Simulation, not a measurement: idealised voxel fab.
Process module heading - voxel capacitor over wiring
It is cross-section cut that appears here, measuring 290 nm in width, its square cells being 5 nm in size.
Throughout this document, each cross-section is represented as a grid of square cells and is presented as a sequence of bands enumerated from the top downward, where a band comprises one or more rows of cells. Band entry format. Leading values: height of top, height of bottom, nm. Remainder: materials in left-to-right order, each with its width in nm. Special words: "throughout" on a single material, which then fills the band edge to edge; "blank", empty space. Basically, 0 is our baseline, since under it the wafer straight out of the box is all one material. The bottom band has no lower end and keeps on going down, so it looks like "from 0 down". Per-row width for "30..40": begins at first number (top row of band), ends at second number (bottom row), increment between rows held constant. "no alteration" after a step means that no cell of the cross-section changed. Heads up: "Enclosed void listing" only lists the empty pockets with no open path to the top that are 8 cells or more, and it writes them as width x height at distance, distance from the left edge, in nm. On each step's line, the part that comes after the settings is the simulator's own comment on the step. overlay nm: right-of-plan distance of the mask on a masked step; negative values mean left-of-plan.
Process steps (planned):
1. RECEIVE [material Si]
2. CONFORMAL_DEP [material SiO2] [thk nm 10]
3. DIRECTIONAL_DEP [material TiN] [thk nm 5]
4. DIRECTIONAL_DEP [material Ru] [thk nm 25]
5. PATTERN [tone cover] [mask id METAL_1] [material resist] [width nm 25] [pitch nm 95] [thk nm 15] [overlay nm 0]
6. DIRECTIONAL_ETCH [etch materials Ru] [depth nm 25]
7. DIRECTIONAL_ETCH [etch materials TiN] [depth nm 5]
8. STRIP [etch materials resist]
9. CONFORMAL_DEP [material SiCN] [thk nm 5]
10. FILL_DEP [material SiO2] [thk nm 10]
11. CMP [height nm 40]
12. CONFORMAL_DEP [material SiCN] [thk nm 5]
13. DIRECTIONAL_DEP [material SiO2] [thk nm 15]
14. MASKED_ETCH [tone open] [mask id PLUG_1] [width nm 15] [etch materials SiO2] [depth nm 15] [overlay nm 0]
15. MASKED_ETCH [tone open] [mask id PLUG_1] [width nm 15] [etch materials SiCN] [depth nm 5] [overlay nm 0]
16. CONFORMAL_DEP [material TiN] [thk nm 5]
17. FILL_DEP [material W] [thk nm 5]
18. CMP [height nm 60]
19. DIRECTIONAL_DEP [material TiN] [thk nm 5]
20. DIRECTIONAL_DEP [material SiN] [thk nm 5]
21. DIRECTIONAL_DEP [material TiN] [thk nm 5]
22. DIRECTIONAL_DEP [material aC] [thk nm 10]
23. PATTERN [tone cover] [mask id UPPER_PLATE] [material resist] [width nm 75] [thk nm 25] [overlay nm 0]
24. DIRECTIONAL_ETCH [etch materials aC] [depth nm 10]
25. STRIP [etch materials resist]
26. DIRECTIONAL_ETCH [etch materials TiN] [depth nm 5]
27. DIRECTIONAL_ETCH [etch materials SiN] [depth nm 5]
28. STRIP [etch materials aC]
29. MASKED_ETCH [tone cover] [mask id LOWER_PLATE] [width nm 85] [etch materials TiN] [depth nm 5] [overlay nm 0]
30. FILL_DEP [material SiO2] [thk nm 15]
31. CMP [height nm 85]
32. DIRECTIONAL_DEP [material aC] [thk nm 15]
33. PATTERN [tone open] [mask id PLUG_2] [material resist] [width nm 15] [thk nm 30] [overlay nm 0]
34. DIRECTIONAL_ETCH [etch materials aC] [depth nm 15]
35. STRIP [etch materials resist]
36. DIRECTIONAL_ETCH [etch materials SiO2] [depth nm 10]
37. STRIP [etch materials aC]
38. CONFORMAL_DEP [material TiN] [thk nm 5]
39. FILL_DEP [material W] [thk nm 5]
40. CMP [height nm 85]
41. CONFORMAL_DEP [material SiN] [thk nm 5]
Delivered wafer in cross-section: state after step 1:
	from 0 down = Si throughout
	Enclosed void listing: none
The first of the two wafers as seen in cross-section once the module was finished; processing followed the plan:
	from 90 to 85 = SiN throughout
	from 85 to 80 = 105 SiO2  5 TiN  5 W  5 TiN  170 SiO2
	from 80 to 70 = 105..95 SiO2  15..75 TiN  170..120 SiO2
	from 70 to 65 = 95 SiO2  75 SiN  120 SiO2
	from 65 to 60 = 90 SiO2  85 TiN  115 SiO2
	from 60 to 45 = 95 SiO2  5 TiN  5 W  5 TiN  180 SiO2
	from 45 to 40 = 95 SiCN  15 TiN  180 SiCN
	from 40 to 15 = 80 SiO2  5 SiCN  25 Ru  5 SiCN  60 SiO2  5 SiCN  25 Ru  5 SiCN  80 SiO2
	from 15 to 10 = 85 SiCN  25 TiN  70 SiCN  25 TiN  85 SiCN
	from 10 to 0 = SiO2 throughout
	from 0 down = Si throughout
	Enclosed void listing: none
Cross-sectional view: second of two wafers, end of module; start and plan identical to the first, one mistake in running:
	from 90 to 85 = SiN throughout
	from 85 to 80 = 105 SiO2  5 TiN  5 W  5 TiN  170 SiO2
	from 80 to 70 = 105..95 SiO2  15..75 TiN  170..120 SiO2
	from 70 to 65 = 95 SiO2  75 SiN  120 SiO2
	from 65 to 60 = 90 SiO2  85 TiN  115 SiO2
	from 60 to 45 = 95 SiO2  5 TiN  5 W  5 TiN  180 SiO2
	from 45 to 40 = 95 SiCN  15 TiN  180 SiCN
	from 40 to 20 = 80 SiO2  5 SiCN  25 Ru  5 SiCN  60 SiO2  5 SiCN  25 Ru  5 SiCN  80 SiO2
	from 20 to 15 = 85 SiCN  25 Ru  70 SiCN  25 Ru  85 SiCN
	from 15 to 0 = SiO2 throughout
	from 0 down = Si throughout
	Enclosed void listing: none
It is concluded that the wafer was processed incorrectly with respect to the plan, in that step 3 did not happen as planned, as run it was DIRECTIONAL_DEP [material SiO2] [thk nm 5]
Count the cells at the end and the second wafer has more or fewer of some materials than the first: SiCN -4 | SiO2 +14 | TiN -10
